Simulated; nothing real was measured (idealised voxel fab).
Process module in this document: voxel double patterning
It is cross-section cut that appears here, measuring 260 nm in width, its square cells being 5 nm in size.
Format of a cross-section: grid, square cells. Given as bands. Order: top down. Band: one or more rows of cells. Heads up on the band format: heights come first, top then bottom, in nm. After that it's the materials left to right, each with its width in nm. A single material flagged "edge to edge" fills the whole band edge to edge, and "empty" means there's empty space there. The level at which height equals 0 is the one under which the wafer, as it arrives, is entirely one material. No lower edge exists for the bottom band, which continues downward and is notated as in "0 -> down". You'd read "30..40" like this: the band's top row of cells is as wide as the first number, its bottom row is as wide as the second, and going down, every row changes width by the same amount as the row before did. The designation "same as before", where it is given for a processing step, indicates that no cell of the cross-section was altered in the course of that step. In "Listed closed voids" the enclosed voids are listed, meaning empty spaces of 8 cells or larger without any opening to the top. The form is width x height at distance, distance from the left edge, units nm. Post-settings text on a step line: simulator's own remark regarding the step. overlay nm: right-of-plan distance of the mask on a masked step; negative values mean left-of-plan.

[Process steps (planned)]
- 1: RECEIVE | material Si
- 2: CONFORMAL_DEP | material SiN | thk nm 10
- 3: DIRECTIONAL_DEP | material SiO2 | thk nm 15
- 4: DIRECTIONAL_DEP | material SiCN | thk nm 10
- 5: PATTERN | tone open | mask id FIRST | material resist | width nm 15 | pitch nm 50 | thk nm 15 | overlay nm 0
- 6: DIRECTIONAL_ETCH | etch materials SiCN | depth nm 10
- 7: STRIP | etch materials resist
- 8: DIRECTIONAL_DEP | material aC | thk nm 15
- 9: PATTERN | tone open | mask id SECOND | material resist | width nm 15 | thk nm 35 | overlay nm 0
- 10: DIRECTIONAL_ETCH | etch materials aC | depth nm 15
- 11: STRIP | etch materials resist
- 12: DIRECTIONAL_ETCH | etch materials SiCN | depth nm 10
- 13: STRIP | etch materials aC
- 14: DIRECTIONAL_ETCH | etch materials SiO2 | depth nm 15
- 15: STRIP | etch materials SiCN

[So, the first of our two wafers, run just as we planned it]

[Cross-section of the wafer at receipt, which is the condition after step 1]
	0 -> down | Si edge to edge
	Listed closed voids: none

[Cross-sectional representation of the wafer at the conclusion of step 2]
	10 -> 0 | SiN edge to edge
	Lower than 0, everything is as it was.

[Cross-sectional representation of the wafer at the conclusion of step 3]
	25 -> 10 | SiO2 edge to edge
	Lower than 10, everything is as it was.

[Cross-sectional representation of the wafer at the conclusion of step 4]
	35 -> 25 | SiCN edge to edge
	Lower than 25, everything is as it was.

[Cross-sectional representation of the wafer at the conclusion of step 5]
	50 -> 35 | 95 nm resist  15 nm empty  35 nm resist  15 nm empty  100 nm resist
	Lower than 35, everything is as it was.

[Cross-sectional representation of the wafer at the conclusion of step 6]
	50 -> 35 | 95 nm resist  15 nm empty  35 nm resist  15 nm empty  100 nm resist
	35 -> 25 | 95 nm SiCN  15 nm empty  35 nm SiCN  15 nm empty  100 nm SiCN
	Lower than 25, everything is as it was.

[Cross-sectional representation of the wafer at the conclusion of step 7]
	35 -> 25 | 95 nm SiCN  15 nm empty  35 nm SiCN  15 nm empty  100 nm SiCN
	Lower than 25, everything is as it was.

[Cross-sectional representation of the wafer at the conclusion of step 8]
	50 -> 40 | 95 nm aC  15 nm empty  35 nm aC  15 nm empty  100 nm aC
	40 -> 35 | aC edge to edge
	35 -> 25 | 95 nm SiCN  15 nm aC  35 nm SiCN  15 nm aC  100 nm SiCN
	Lower than 25, everything is as it was.

[Cross-sectional representation of the wafer at the conclusion of step 9]
	85 -> 50 | 120 nm resist  15 nm empty  125 nm resist
	50 -> 40 | 95 nm aC  15 nm resist  35 nm aC  15 nm resist  100 nm aC
	Lower than 40, everything is as it was.

[Cross-sectional representation of the wafer at the conclusion of step 10]
	70 -> 50 | 120 nm resist  15 nm empty  125 nm resist
	50 -> 40 | 95 nm aC  15 nm resist  10 nm aC  15 nm empty  10 nm aC  15 nm resist  100 nm aC
	40 -> 35 | 120 nm aC  15 nm empty  125 nm aC
	Lower than 35, everything is as it was.

[Cross-sectional representation of the wafer at the conclusion of step 11]
	50 -> 40 | 95 nm aC  15 nm empty  10 nm aC  15 nm empty  10 nm aC  15 nm empty  100 nm aC
	Lower than 40, everything is as it was.

[Cross-sectional representation of the wafer at the conclusion of step 12]
	50 -> 40 | 95 nm aC  15 nm empty  10 nm aC  15 nm empty  10 nm aC  15 nm empty  100 nm aC
	40 -> 35 | 120 nm aC  15 nm empty  125 nm aC
	35 -> 25 | 95 nm SiCN  15 nm aC  10 nm SiCN  15 nm empty  10 nm SiCN  15 nm aC  100 nm SiCN
	Lower than 25, everything is as it was.

[Cross-sectional representation of the wafer at the conclusion of step 13]
	35 -> 25 | 95 nm SiCN  15 nm empty  10 nm SiCN  15 nm empty  10 nm SiCN  15 nm empty  100 nm SiCN
	Lower than 25, everything is as it was.

[Cross-sectional representation of the wafer at the conclusion of step 14]
	35 -> 25 | 95 nm SiCN  15 nm empty  10 nm SiCN  15 nm empty  10 nm SiCN  15 nm empty  100 nm SiCN
	25 -> 10 | 95 nm SiO2  15 nm empty  10 nm SiO2  15 nm empty  10 nm SiO2  15 nm empty  100 nm SiO2
	Lower than 10, everything is as it was.

[Cross-sectional representation of the wafer at the conclusion of step 15]
	25 -> 10 | 95 nm SiO2  15 nm empty  10 nm SiO2  15 nm empty  10 nm SiO2  15 nm empty  100 nm SiO2
	Lower than 10, everything is as it was.

[Okay, second wafer. Nothing different at the start, nothing different in the plan, just one mistake somewhere in the running. As far as step 2, counting that step, it's the first wafer all over again]

[Second wafer: cross-section at the scheduled end of step 3]
	40 -> 10 | SiO2 edge to edge
	Lower than 10, everything is as it was.

[Second wafer: cross-section at the scheduled end of step 4]
	50 -> 40 | SiCN edge to edge
	Lower than 40, everything is as it was.

[Second wafer: cross-section at the scheduled end of step 5]
	65 -> 50 | 95 nm resist  15 nm empty  35 nm resist  15 nm empty  100 nm resist
	Lower than 50, everything is as it was.

[Second wafer: cross-section at the scheduled end of step 6]
	65 -> 50 | 95 nm resist  15 nm empty  35 nm resist  15 nm empty  100 nm resist
	50 -> 40 | 95 nm SiCN  15 nm empty  35 nm SiCN  15 nm empty  100 nm SiCN
	Lower than 40, everything is as it was.

[Second wafer: cross-section at the scheduled end of step 7]
	50 -> 40 | 95 nm SiCN  15 nm empty  35 nm SiCN  15 nm empty  100 nm SiCN
	Lower than 40, everything is as it was.

[Second wafer: cross-section at the scheduled end of step 8]
	65 -> 55 | 95 nm aC  15 nm empty  35 nm aC  15 nm empty  100 nm aC
	55 -> 50 | aC edge to edge
	50 -> 40 | 95 nm SiCN  15 nm aC  35 nm SiCN  15 nm aC  100 nm SiCN
	Lower than 40, everything is as it was.

[Second wafer: cross-section at the scheduled end of step 9]
	100 -> 65 | 120 nm resist  15 nm empty  125 nm resist
	65 -> 55 | 95 nm aC  15 nm resist  35 nm aC  15 nm resist  100 nm aC
	Lower than 55, everything is as it was.

[Second wafer: cross-section at the scheduled end of step 10]
	85 -> 65 | 120 nm resist  15 nm empty  125 nm resist
	65 -> 55 | 95 nm aC  15 nm resist  10 nm aC  15 nm empty  10 nm aC  15 nm resist  100 nm aC
	55 -> 50 | 120 nm aC  15 nm empty  125 nm aC
	Lower than 50, everything is as it was.

[Second wafer: cross-section at the scheduled end of step 11]
	65 -> 55 | 95 nm aC  15 nm empty  10 nm aC  15 nm empty  10 nm aC  15 nm empty  100 nm aC
	Lower than 55, everything is as it was.

[Second wafer: cross-section at the scheduled end of step 12]
	65 -> 55 | 95 nm aC  15 nm empty  10 nm aC  15 nm empty  10 nm aC  15 nm empty  100 nm aC
	55 -> 50 | 120 nm aC  15 nm empty  125 nm aC
	50 -> 40 | 95 nm SiCN  15 nm aC  10 nm SiCN  15 nm empty  10 nm SiCN  15 nm aC  100 nm SiCN
	Lower than 40, everything is as it was.

[Second wafer: cross-section at the scheduled end of step 13]
	50 -> 40 | 95 nm SiCN  15 nm empty  10 nm SiCN  15 nm empty  10 nm SiCN  15 nm empty  100 nm SiCN
	Lower than 40, everything is as it was.

[Second wafer: cross-section at the scheduled end of step 14]
	50 -> 40 | 95 nm SiCN  15 nm empty  10 nm SiCN  15 nm empty  10 nm SiCN  15 nm empty  100 nm SiCN
	40 -> 25 | 95 nm SiO2  15 nm empty  10 nm SiO2  15 nm empty  10 nm SiO2  15 nm empty  100 nm SiO2
	Lower than 25, everything is as it was.

[Second wafer: cross-section at the scheduled end of step 15]
	40 -> 25 | 95 nm SiO2  15 nm empty  10 nm SiO2  15 nm empty  10 nm SiO2  15 nm empty  100 nm SiO2
	Lower than 25, everything is as it was.
Against the plan, the run slipped here: step 3 from the plan got run twice
Per the end-of-run cell counts, the second wafer holds more or fewer of some materials than the first: +156 SiO2
